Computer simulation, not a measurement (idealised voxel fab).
Name of the process module below: voxel wiring stack
It is cross-section cut that appears here, measuring 200 nm in width, its square cells being 5 nm in size.
Square cells in a grid make up a cross-section in this document, and the grid is given as bands, listed from the top down, each one or more rows of cells. Look at the band entry: it leads with the top's height and the bottom's height in nm. Then it lists the materials left to right, with a width in nm for each. The word "everywhere" on a single material says that material fills the band edge to edge. The word "air" is empty space. Measure heights from 0. That's the level where, below it, the as-received wafer is all one material. The lowest band is bottomless and extends downward; write it as in "top 0, no bottom". Per-row width for "30->40": begins at first number (top row of band), ends at second number (bottom row), increment between rows held constant. It should be understood that the words "no alterations made", when stated for a given step, signify that the cross-section underwent no change in any of its cells during that step. The label "Cavities, closed" introduces a list of the empty spaces, 8 cells or larger, that have no open way up to the top; each entry in it reads width x height at distance, where the distance is taken from the left edge and all three are stated in nm. Step line, after settings: the simulator's comment on this step. The optional step-line setting "overlay nm" applies to steps with a mask and quantifies how far to the right of its planned location the mask lay, a negative value indicating leftward placement.
SET OUT BELOW ARE THE PLANNED STEPS OF THE PROCESS
1: RECEIVE: material Si
2: CONFORMAL_DEP: material SiO2, thk nm 15
3: DIRECTIONAL_DEP: material TiN, thk nm 5
4: DIRECTIONAL_DEP: material Ru, thk nm 20
5: MASKED_ETCH: tone cover, mask id METAL_1, width nm 30, pitch nm 60, etch materials Ru, depth nm 20, overlay nm 0
6: MASKED_ETCH: tone cover, mask id METAL_1, width nm 30, pitch nm 60, etch materials TiN, depth nm 5, overlay nm 0
7: CONFORMAL_DEP: material SiCN, thk nm 5
8: FILL_DEP: material SiO2, thk nm 5
9: CMP: height nm 40
10: CONFORMAL_DEP: material SiCN, thk nm 5
11: DIRECTIONAL_DEP: material lowk, thk nm 30
12: PATTERN: tone open, mask id METAL_2_HOLES, material resist, width nm 15, pitch nm 60, thk nm 20, overlay nm 0
13: DIRECTIONAL_ETCH: etch materials lowk, depth nm 30
14: STRIP: etch materials resist
15: MASKED_ETCH: tone open, mask id METAL_2, width nm 30, pitch nm 60, etch materials lowk, depth nm 20, overlay nm 0
16: MASKED_ETCH: tone open, mask id METAL_2, width nm 30, pitch nm 60, etch materials SiCN, depth nm 5, overlay nm 0
17: CONFORMAL_DEP: material TiN, thk nm 5
18: FILL_DEP: material Cu, thk nm 10
19: CMP: height nm 75
20: CONFORMAL_DEP: material SiCN, thk nm 5
21: DIRECTIONAL_DEP: material lowk, thk nm 35
22: MASKED_ETCH: tone open, mask id METAL_3, width nm 30, pitch nm 60, etch materials lowk, depth nm 20, overlay nm 0
23: MASKED_ETCH: tone open, mask id METAL_3_HOLES, width nm 15, etch materials lowk, depth nm 15, overlay nm 0
24: MASKED_ETCH: tone open, mask id METAL_3_HOLES, width nm 15, etch materials SiCN, depth nm 5, overlay nm 0
25: CONFORMAL_DEP: material TiN, thk nm 5
26: FILL_DEP: material Ru, thk nm 10
27: CMP: height nm 115
28: CONFORMAL_DEP: material SiCN, thk nm 5
CROSS-SECTION, INCOMING MATERIAL, AFTER STEP 1
  top 0, no bottom = Si everywhere
  Cavities, closed: none
STARTING WAFER: ABOVE. PLAN: ABOVE. RUN: ONE MISTAKE. CROSS-SECTION AFTER THE MODULE: BELOW
  top 120, bottom 115 = SiCN everywhere
  top 115, bottom 100 = 55 lowk  5 TiN  20 Ru  5 TiN  30 lowk  5 TiN  20 Ru  5 TiN  55 lowk
  top 100, bottom 95 = 55 lowk  5 TiN  5 Ru  20 TiN  30 lowk  30 TiN  55 lowk
  top 95, bottom 80 = 55 lowk  5 TiN  5 Ru  5 TiN  130 lowk
  top 80, bottom 75 = 55 SiCN  15 TiN  130 SiCN
  top 75, bottom 60 = 65 Cu  5 TiN  15 lowk  5 TiN  35 Cu  5 TiN  15 lowk  5 TiN  50 Cu
  top 60, bottom 55 = 60 TiN  5 Cu  5 TiN  15 lowk  35 TiN  5 Cu  5 TiN  15 lowk  55 TiN
  top 55, bottom 45 = 55 lowk  5 TiN  5 Cu  5 TiN  45 lowk  5 TiN  5 Cu  5 TiN  70 lowk
  top 45, bottom 40 = 55 SiCN  15 TiN  45 SiCN  15 TiN  70 SiCN
  top 40, bottom 20 = 50 SiO2  5 SiCN  30 Ru  5 SiCN  20 SiO2  5 SiCN  30 Ru  5 SiCN  50 SiO2
  top 20, bottom 15 = 55 SiCN  30 TiN  30 SiCN  30 TiN  55 SiCN
  top 15, bottom 0 = SiO2 everywhere
  top 0, no bottom = Si everywhere
  Cavities, closed: none
Short version of what went wrong: step 15 deviated from plan and actually ran as MASKED_ETCH: tone cover, mask id METAL_2, width nm 30, pitch nm 60, etch materials lowk, depth nm 20, overlay nm 0
